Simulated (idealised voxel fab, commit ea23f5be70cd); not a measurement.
process module | voxel self aligned vias
cross-section cut | 180 nm wide | cells 5 nm
A cross-section is a grid of square cells, given in bands from the top down. A band is one or more rows of cells.
Each band's line starts with the height of the band's top and of its bottom, in nm. Then come its materials from left to right, each with its width in nm. One material with "throughout" fills the band from edge to edge. "air" is empty space.
Height 0 is the level under which the wafer as received is all one material. The lowest band goes on downwards, as in "0 down".
A width such as "30 to 40" changes by the same amount from each row of cells to the next, from the band's top row to its bottom row.
"no change" after a step means that no cell of the cross-section changed.
closed voids: empty space of 8 cells or more with no open way to the top, each as width x height at its distance from the left edge, in nm
after a step's settings: what the simulator itself notes on the step
overlay nm, on a step with a mask: how far to the right of its planned place the mask lay; to the left if negative
plan
1 op RECEIVE | material Si
2 op CONFORMAL_DEP | material SiO2 | thk nm 10
3 op CONFORMAL_DEP | material SiCN | thk nm 5
4 op DIRECTIONAL_DEP | material SiO2 | thk nm 20
5 op MASKED_ETCH | tone open | mask id LINES | width nm 25 | pitch nm 70 | etch materials SiO2 | depth nm 20 | overlay nm 0
6 op CONFORMAL_DEP | material TiN | thk nm 5
7 op FILL_DEP | material W | thk nm 10
8 op CMP | height nm 35
9 op SELECTIVE_ETCH | etch materials W Ru TiN | depth nm 5
10 op FILL_DEP | material SiN | thk nm 10
11 op CMP | height nm 35
12 op DIRECTIONAL_DEP | material SiO2 | thk nm 20
13 op PATTERN | tone open | mask id VIAS | material resist | width nm 45 | pitch nm 70 | thk nm 15 | overlay nm 0
14 op DIRECTIONAL_ETCH | etch materials SiO2 | depth nm 20
15 op DIRECTIONAL_ETCH | etch materials SiN | depth nm 5
16 op STRIP | etch materials resist
17 op CONFORMAL_DEP | material TiN | thk nm 5
18 op FILL_DEP | material Cu | thk nm 10
19 op CMP | height nm 55
20 op CONFORMAL_DEP | material SiN | thk nm 5
as received, after step 1
  0 down: Si throughout
  closed voids: none
a wafer at the end: this start, this plan, one mistake
  60 to 55: SiN throughout
  55 to 35: SiO2 30 | TiN 5 | Cu 35 | TiN 5 | SiO2 25 | TiN 5 | Cu 35 | TiN 5 | SiO2 35
  35 to 30: SiO2 30 | TiN 45 | SiO2 25 | TiN 45 | SiO2 35
  30 to 20: SiO2 30 | TiN 15 | W 15 | TiN 15 | SiO2 25 | TiN 15 | W 15 | TiN 15 | SiO2 35
  20 to 15: SiO2 30 | TiN 45 | SiO2 25 | TiN 45 | SiO2 35
  15 to 10: SiCN throughout
  10 to 0: SiO2 throughout
  0 down: Si throughout
  closed voids: none
what went wrong: step 14 was run twice
